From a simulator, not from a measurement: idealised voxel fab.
Process module, titled voxel fin reveal
The width of the displayed cross-section, cut, is 295 nm; its cells are square, with a size of 5 nm.
Cross-section spec: square-cell grid; bands listed top down; each band is one or more rows.
Read a band's entry like this: the first values are the height of its top and the height of its bottom in nm, and what follows is the sequence of materials from left to right, each with its width in nm. Note that "empty" is empty space, and that a single material marked "all across" reaches across the band from edge to edge.
Measure heights from 0. That's the level where, below it, the as-received wafer is all one material. The lowest band is bottomless and extends downward; write it as in "0 down".
The two numbers in a width such as "30 to 40" mark its ends across the band: the first belongs to the top row of cells, the second to the bottom row, and from each row to the next the width moves by the same amount.
"changes: none" after a step means that no cell of the cross-section changed.
Empty spaces without an open route to the top, at least 8 cells in extent, make up the entry "Voids lacking openings"; each is given as width x height at distance, where the distance is measured from the left edge, and all are in nm.
Anything after a step's settings on that line? It's the simulator's own note about the step.
overlay nm: mask right of planned place by this much (step with mask). Neg. = left.
**Planned process steps**
1. RECEIVE (material Si)
2. CONFORMAL_DEP (material SiN; thk nm 5)
3. PATTERN (tone cover; mask id FINS; material resist; width nm 15; pitch nm 35; thk nm 15; overlay nm 0)
4. DIRECTIONAL_ETCH (etch materials SiN; depth nm 5)
5. DIRECTIONAL_ETCH (etch materials Si; depth nm 35)
6. STRIP (etch materials resist)
7. FILL_DEP (material SiO2; thk nm 15)
8. CMP (height nm 5)
9. SELECTIVE_ETCH (etch materials SiO2; depth nm 15)
10. STRIP (etch materials SiN)
11. CONFORMAL_DEP (material HfO2; thk nm 5)
What sets these wafers apart? The depth nm at step 9. They all start alike, and the plan carries the first wafer's value.
**First of several wafers (as received, post step 1), cross-sectional view**
0 down  Si all across
Voids lacking openings: none
**Post step 11, the closing step of the module: first of several wafers, cross-sectioned**
5 to 0  empty (80), then HfO2 (25), then empty (10), then HfO2 (25), then empty (10), then HfO2 (25), then empty (10), then HfO2 (25), then empty (85)
0 to -5  empty (80), then HfO2 (5), then Si (15), then HfO2 (5), then empty (10), then HfO2 (5), then Si (15), then HfO2 (5), then empty (10), then HfO2 (5), then Si (15), then HfO2 (5), then empty (10), then HfO2 (5), then Si (15), then HfO2 (5), then empty (85)
-5 to -10  HfO2 (85), then Si (15), then HfO2 (20), then Si (15), then HfO2 (20), then Si (15), then HfO2 (20), then Si (15), then HfO2 (90)
-10 to -35  SiO2 (85), then Si (15), then SiO2 (20), then Si (15), then SiO2 (20), then Si (15), then SiO2 (20), then Si (15), then SiO2 (90)
-35 down  Si all across
Voids lacking openings: none
**Here we cross-sectioned the last of the wafers once the module was done**
5 to 0  empty (80), then HfO2 (25), then empty (10), then HfO2 (25), then empty (10), then HfO2 (25), then empty (10), then HfO2 (25), then empty (85)
0 to -30  empty (80), then HfO2 (5), then Si (15), then HfO2 (5), then empty (10), then HfO2 (5), then Si (15), then HfO2 (5), then empty (10), then HfO2 (5), then Si (15), then HfO2 (5), then empty (10), then HfO2 (5), then Si (15), then HfO2 (5), then empty (85)
-30 to -35  HfO2 (85), then Si (15), then HfO2 (20), then Si (15), then HfO2 (20), then Si (15), then HfO2 (20), then Si (15), then HfO2 (90)
-35 down  Si all across
Voids lacking openings: none
**Gained (+) or lost (-) cells of each material since receipt, then closed voids: one row per wafer, at the end of the module**
depth nm 15, +75 HfO2, -329 Si, +235 SiO2, Voids lacking openings: none
depth nm 20, +83 HfO2, -329 Si, +188 SiO2, Voids lacking openings: none
depth nm 25, +91 HfO2, -329 Si, +141 SiO2, Voids lacking openings: none
depth nm 30, +99 HfO2, -329 Si, +94 SiO2, Voids lacking openings: none
depth nm 35, +107 HfO2, -329 Si, +47 SiO2, Voids lacking openings: none
depth nm 40, +115 HfO2, -329 Si, Voids lacking openings: none
